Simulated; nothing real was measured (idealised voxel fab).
process module | voxel self aligned vias
cross-section cut | 250 nm wide | cells 5 nm
A cross-section is a grid of square cells, given in bands from the top down. A band is one or more rows of cells.
Each band's line starts with the height of the band's top and of its bottom, in nm. Then come its materials from left to right, each with its width in nm. One material with "throughout" fills the band from edge to edge. "air" is empty space.
Height 0 is the level under which the wafer as received is all one material. The lowest band goes on downwards, as in "0 down".
A width such as "30 to 40" changes by the same amount from each row of cells to the next, from the band's top row to its bottom row.
"no change" after a step means that no cell of the cross-section changed.
closed voids: empty space of 8 cells or more with no open way to the top, each as width x height at its distance from the left edge, in nm
after a step's settings: what the simulator itself notes on the step
overlay nm, on a step with a mask: how far to the right of its planned place the mask lay; to the left if negative
plan
1 op RECEIVE | material Si
2 op CONFORMAL_DEP | material SiO2 | thk nm 10
3 op CONFORMAL_DEP | material SiCN | thk nm 5
4 op DIRECTIONAL_DEP | material lowk | thk nm 30
5 op DIRECTIONAL_DEP | material aC | thk nm 10
6 op PATTERN | tone open | mask id LINES | material resist | width nm 20 | pitch nm 70 | thk nm 25 | overlay nm -15
7 op DIRECTIONAL_ETCH | etch materials aC | depth nm 10
8 op STRIP | etch materials resist
9 op DIRECTIONAL_ETCH | etch materials lowk | depth nm 30
10 op STRIP | etch materials aC
11 op CONFORMAL_DEP | material TiN | thk nm 5
12 op FILL_DEP | material Ru | thk nm 10
13 op CMP | height nm 45
14 op SELECTIVE_ETCH | etch materials W Ru TiN | depth nm 10
15 op FILL_DEP | material SiN | thk nm 10
16 op CMP | height nm 45
17 op DIRECTIONAL_DEP | material lowk | thk nm 15
18 op DIRECTIONAL_DEP | material aC | thk nm 10
19 op PATTERN | tone open | mask id VIAS | material resist | width nm 40 | pitch nm 70 | thk nm 25 | overlay nm 0
20 op DIRECTIONAL_ETCH | etch materials aC | depth nm 10
21 op STRIP | etch materials resist
22 op DIRECTIONAL_ETCH | etch materials lowk | depth nm 15
23 op DIRECTIONAL_ETCH | etch materials SiN | depth nm 10
24 op STRIP | etch materials aC
25 op CONFORMAL_DEP | material TiN | thk nm 5
26 op FILL_DEP | material Ru | thk nm 5
27 op CMP | height nm 60
28 op CONFORMAL_DEP | material SiCN | thk nm 5
varied across the wafers: overlay nm of step 6. The plan shows the first wafer's value. All wafers start alike
first wafer as received, after step 1
  0 down: Si throughout
  closed voids: none
first wafer at the end, after step 28
  65 to 60: SiCN throughout
  60 to 50: lowk 70 | TiN 5 | Ru 30 | TiN 5 | lowk 30 | TiN 5 | Ru 30 | TiN 5 | lowk 70
  50 to 45: lowk 70 | TiN 5 | Ru 5 | TiN 30 | lowk 30 | TiN 5 | Ru 5 | TiN 30 | lowk 70
  45 to 40: lowk 65 | SiN 5 | TiN 5 | Ru 5 | TiN 5 | lowk 50 | SiN 5 | TiN 5 | Ru 5 | TiN 5 | lowk 95
  40 to 35: lowk 65 | SiN 5 | TiN 15 | lowk 50 | SiN 5 | TiN 15 | lowk 95
  35 to 20: lowk 65 | TiN 5 | Ru 10 | TiN 5 | lowk 50 | TiN 5 | Ru 10 | TiN 5 | lowk 95
  20 to 15: lowk 65 | TiN 20 | lowk 50 | TiN 20 | lowk 95
  15 to 10: SiCN throughout
  10 to 0: SiO2 throughout
  0 down: Si throughout
  closed voids: none
last wafer at the end
  65 to 60: SiCN throughout
  60 to 50: lowk 70 | TiN 5 | Ru 30 | TiN 5 | lowk 30 | TiN 5 | Ru 30 | TiN 5 | lowk 70
  50 to 45: lowk 70 | TiN 30 | Ru 5 | TiN 5 | lowk 30 | TiN 30 | Ru 5 | TiN 5 | lowk 70
  45 to 40: lowk 95 | TiN 5 | Ru 5 | TiN 5 | SiN 5 | lowk 50 | TiN 5 | Ru 5 | TiN 5 | SiN 5 | lowk 65
  40 to 35: lowk 95 | TiN 15 | SiN 5 | lowk 50 | TiN 15 | SiN 5 | lowk 65
  35 to 20: lowk 95 | TiN 5 | Ru 10 | TiN 5 | lowk 50 | TiN 5 | Ru 10 | TiN 5 | lowk 65
  20 to 15: lowk 95 | TiN 20 | lowk 50 | TiN 20 | lowk 65
  15 to 10: SiCN throughout
  10 to 0: SiO2 throughout
  0 down: Si throughout
  closed voids: none
each wafer at the end: cells of each material gained (+) or lost (-) since it was received, then its closed voids
overlay nm -15 | +40 Ru | +100 SiCN | +4 SiN | +100 SiO2 | +52 TiN | +354 lowk | closed voids: none
overlay nm -10 | +44 Ru | +100 SiCN | +100 SiO2 | +52 TiN | +354 lowk | closed voids: none
overlay nm -5 | +44 Ru | +100 SiCN | +100 SiO2 | +52 TiN | +354 lowk | closed voids: none
overlay nm 0 | +44 Ru | +100 SiCN | +100 SiO2 | +52 TiN | +354 lowk | closed voids: none
overlay nm 5 | +44 Ru | +100 SiCN | +100 SiO2 | +52 TiN | +354 lowk | closed voids: none
overlay nm 10 | +44 Ru | +100 SiCN | +100 SiO2 | +52 TiN | +354 lowk | closed voids: none
overlay nm 15 | +40 Ru | +100 SiCN | +4 SiN | +100 SiO2 | +52 TiN | +354 lowk | closed voids: none
